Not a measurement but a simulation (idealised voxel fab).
process module | voxel lift off
cross-section cut | 290 nm wide | cells 5 nm
A cross-section is a grid of square cells, given in bands from the top down. A band is one or more rows of cells.
Each band's line starts with the height of the band's top and of its bottom, in nm. Then come its materials from left to right, each with its width in nm. One material with "throughout" fills the band from edge to edge. "air" is empty space.
Height 0 is the level under which the wafer as received is all one material. The lowest band goes on downwards, as in "0 down".
A width such as "30 to 40" changes by the same amount from each row of cells to the next, from the band's top row to its bottom row.
"no change" after a step means that no cell of the cross-section changed.
closed voids: empty space of 8 cells or more with no open way to the top, each as width x height at its distance from the left edge, in nm
after a step's settings: what the simulator itself notes on the step
overlay nm, on a step with a mask: how far to the right of its planned place the mask lay; to the left if negative
Each pair below shows a cross-section before one step and the cross-section after it, down to the lowest band that changed. The line under each pair gives the step between them, with its settings. The pairs can come from different runs of this module on the same starting wafer, so a pair continues from the pair above only where its "before" says so.
before
  0 down: Si throughout
  closed voids: none
after
  10 to 0: SiO2 throughout
  below 0: unchanged
  closed voids: none
the step between: op CONFORMAL_DEP | material SiO2 | thk nm 10
before: the cross-section after the pair above
after
  30 to 10: resist 80 | air 20 | resist 15 | air 20 | resist 15 | air 20 | resist 15 | air 20 | resist 85
  below 10: unchanged
  closed voids: none
the step between: op PATTERN | tone open | mask id LINES | material resist | width nm 20 | pitch nm 35 | thk nm 20 | overlay nm 0
before: the cross-section after the pair above
after
  40 to 30: Ru 80 | air 20 | Ru 15 | air 20 | Ru 15 | air 20 | Ru 15 | air 20 | Ru 85
  30 to 20: resist 80 | air 20 | resist 15 | air 20 | resist 15 | air 20 | resist 15 | air 20 | resist 85
  20 to 10: resist 80 | Ru 20 | resist 15 | Ru 20 | resist 15 | Ru 20 | resist 15 | Ru 20 | resist 85
  below 10: unchanged
  closed voids: none
the step between: op DIRECTIONAL_DEP | material Ru | thk nm 10
before: the cross-section after the pair above
after
  20 to 10: air 80 | Ru 20 | air 15 | Ru 20 | air 15 | Ru 20 | air 15 | Ru 20 | air 85
  below 10: unchanged
  closed voids: none
the step between: op STRIP | etch materials resist
before: the cross-section after the pair above
after
  25 to 20: air 75 | SiCN 30 | air 5 | SiCN 30 | air 5 | SiCN 30 | air 5 | SiCN 30 | air 80
  20 to 15: air 75 | SiCN 5 | Ru 20 | SiCN 5 | air 5 | SiCN 5 | Ru 20 | SiCN 5 | air 5 | SiCN 5 | Ru 20 | SiCN 5 | air 5 | SiCN 5 | Ru 20 | SiCN 5 | air 80
  15 to 10: SiCN 80 | Ru 20 | SiCN 15 | Ru 20 | SiCN 15 | Ru 20 | SiCN 15 | Ru 20 | SiCN 85
  below 10: unchanged
  closed voids: none
the step between: op CONFORMAL_DEP | material SiCN | thk nm 5
before
  20 to 10: air 80 | Ru 20 | air 15 | Ru 20 | air 15 | Ru 20 | air 15 | Ru 20 | air 85
  10 to 0: SiO2 throughout
  0 down: Si throughout
  closed voids: none
after
  35 to 25: air 65 | SiCN 155 | air 70
  25 to 20: SiCN throughout
  20 to 10: SiCN 80 | Ru 20 | SiCN 15 | Ru 20 | SiCN 15 | Ru 20 | SiCN 15 | Ru 20 | SiCN 85
  below 10: unchanged
  closed voids: none
the step between: op CONFORMAL_DEP | material SiCN | thk nm 15
before
  10 to 0: SiO2 throughout
  0 down: Si throughout
  closed voids: none
after
  30 to 10: resist 85 | air 15 | resist 20 | air 15 | resist 20 | air 15 | resist 20 | air 15 | resist 85
  below 10: unchanged
  closed voids: none
the step between: op PATTERN | tone open | mask id LINES | material resist | width nm 15 | pitch nm 35 | thk nm 20 | overlay nm 0
before: the cross-section after the pair above
after
  40 to 30: Ru 85 | air 15 | Ru 20 | air 15 | Ru 20 | air 15 | Ru 20 | air 15 | Ru 85
  30 to 20: resist 85 | air 15 | resist 20 | air 15 | resist 20 | air 15 | resist 20 | air 15 | resist 85
  20 to 10: resist 85 | Ru 15 | resist 20 | Ru 15 | resist 20 | Ru 15 | resist 20 | Ru 15 | resist 85
  below 10: unchanged
  closed voids: none
the step between: op DIRECTIONAL_DEP | material Ru | thk nm 10
before: the cross-section after the pair above
after
  20 to 10: air 85 | Ru 15 | air 20 | Ru 15 | air 20 | Ru 15 | air 20 | Ru 15 | air 85
  below 10: unchanged
  closed voids: none
the step between: op STRIP | etch materials resist
before: the cross-section after the pair above
after
  25 to 20: air 80 | SiCN 25 | air 10 | SiCN 25 | air 10 | SiCN 25 | air 10 | SiCN 25 | air 80
  20 to 15: air 80 | SiCN 5 | Ru 15 | SiCN 5 | air 10 | SiCN 5 | Ru 15 | SiCN 5 | air 10 | SiCN 5 | Ru 15 | SiCN 5 | air 10 | SiCN 5 | Ru 15 | SiCN 5 | air 80
  15 to 10: SiCN 85 | Ru 15 | SiCN 20 | Ru 15 | SiCN 20 | Ru 15 | SiCN 20 | Ru 15 | SiCN 85
  below 10: unchanged
  closed voids: none
the step between: op CONFORMAL_DEP | material SiCN | thk nm 5
before
  10 to 0: SiO2 throughout
  0 down: Si throughout
  closed voids: none
after
  30 to 10: resist 70 | air 20 | resist 15 | air 20 | resist 15 | air 20 | resist 15 | air 20 | resist 95
  below 10: unchanged
  closed voids: none
the step between: op PATTERN | tone open | mask id LINES | material resist | width nm 20 | pitch nm 35 | thk nm 20 | overlay nm -10
before: the cross-section after the pair above
after
  40 to 30: Ru 70 | air 20 | Ru 15 | air 20 | Ru 15 | air 20 | Ru 15 | air 20 | Ru 95
  30 to 20: resist 70 | air 20 | resist 15 | air 20 | resist 15 | air 20 | resist 15 | air 20 | resist 95
  20 to 10: resist 70 | Ru 20 | resist 15 | Ru 20 | resist 15 | Ru 20 | resist 15 | Ru 20 | resist 95
  below 10: unchanged
  closed voids: none
the step between: op DIRECTIONAL_DEP | material Ru | thk nm 10
before: the cross-section after the pair above
after
  20 to 10: air 70 | Ru 20 | air 15 | Ru 20 | air 15 | Ru 20 | air 15 | Ru 20 | air 95
  below 10: unchanged
  closed voids: none
the step between: op STRIP | etch materials resist
before: the cross-section after the pair above
after
  25 to 20: air 65 | SiCN 30 | air 5 | SiCN 30 | air 5 | SiCN 30 | air 5 | SiCN 30 | air 90
  20 to 15: air 65 | SiCN 5 | Ru 20 | SiCN 5 | air 5 | SiCN 5 | Ru 20 | SiCN 5 | air 5 | SiCN 5 | Ru 20 | SiCN 5 | air 5 | SiCN 5 | Ru 20 | SiCN 5 | air 90
  15 to 10: SiCN 70 | Ru 20 | SiCN 15 | Ru 20 | SiCN 15 | Ru 20 | SiCN 15 | Ru 20 | SiCN 95
  below 10: unchanged
  closed voids: none
the step between: op CONFORMAL_DEP | material SiCN | thk nm 5
before
  20 to 10: air 80 | Ru 20 | air 15 | Ru 20 | air 15 | Ru 20 | air 15 | Ru 20 | air 85
  10 to 0: SiO2 throughout
  0 down: Si throughout
  closed voids: none
after
  25 to 15: air 75 | Ru 30 | air 5 | Ru 30 | air 5 | Ru 30 | air 5 | Ru 30 | air 80
  15 to 10: Ru throughout
  below 10: unchanged
  closed voids: none
the step between: op CONFORMAL_DEP | material Ru | thk nm 5
before
  10 to 0: SiO2 throughout
  0 down: Si throughout
  closed voids: none
after
  30 to 10: air 80 | resist 20 | air 15 | resist 20 | air 15 | resist 20 | air 15 | resist 20 | air 85
  below 10: unchanged
  closed voids: none
the step between: op PATTERN | tone cover | mask id LINES | material resist | width nm 20 | pitch nm 35 | thk nm 20 | overlay nm 0
before: the cross-section after the pair above
after
  40 to 30: air 80 | Ru 20 | air 15 | Ru 20 | air 15 | Ru 20 | air 15 | Ru 20 | air 85
  30 to 20: air 80 | resist 20 | air 15 | resist 20 | air 15 | resist 20 | air 15 | resist 20 | air 85
  20 to 10: Ru 80 | resist 20 | Ru 15 | resist 20 | Ru 15 | resist 20 | Ru 15 | resist 20 | Ru 85
  below 10: unchanged
  closed voids: none
the step between: op DIRECTIONAL_DEP | material Ru | thk nm 10
before: the cross-section after the pair above
after
  20 to 10: Ru 80 | air 20 | Ru 15 | air 20 | Ru 15 | air 20 | Ru 15 | air 20 | Ru 85
  below 10: unchanged
  closed voids: none
the step between: op STRIP | etch materials resist
before: the cross-section after the pair above
after
  25 to 20: SiCN 85 | air 10 | SiCN 25 | air 10 | SiCN 25 | air 10 | SiCN 25 | air 10 | SiCN 90
  20 to 15: Ru 80 | SiCN 5 | air 10 | SiCN 5 | Ru 15 | SiCN 5 | air 10 | SiCN 5 | Ru 15 | SiCN 5 | air 10 | SiCN 5 | Ru 15 | SiCN 5 | air 10 | SiCN 5 | Ru 85
  15 to 10: Ru 80 | SiCN 20 | Ru 15 | SiCN 20 | Ru 15 | SiCN 20 | Ru 15 | SiCN 20 | Ru 85
  below 10: unchanged
  closed voids: none
the step between: op CONFORMAL_DEP | material SiCN | thk nm 5
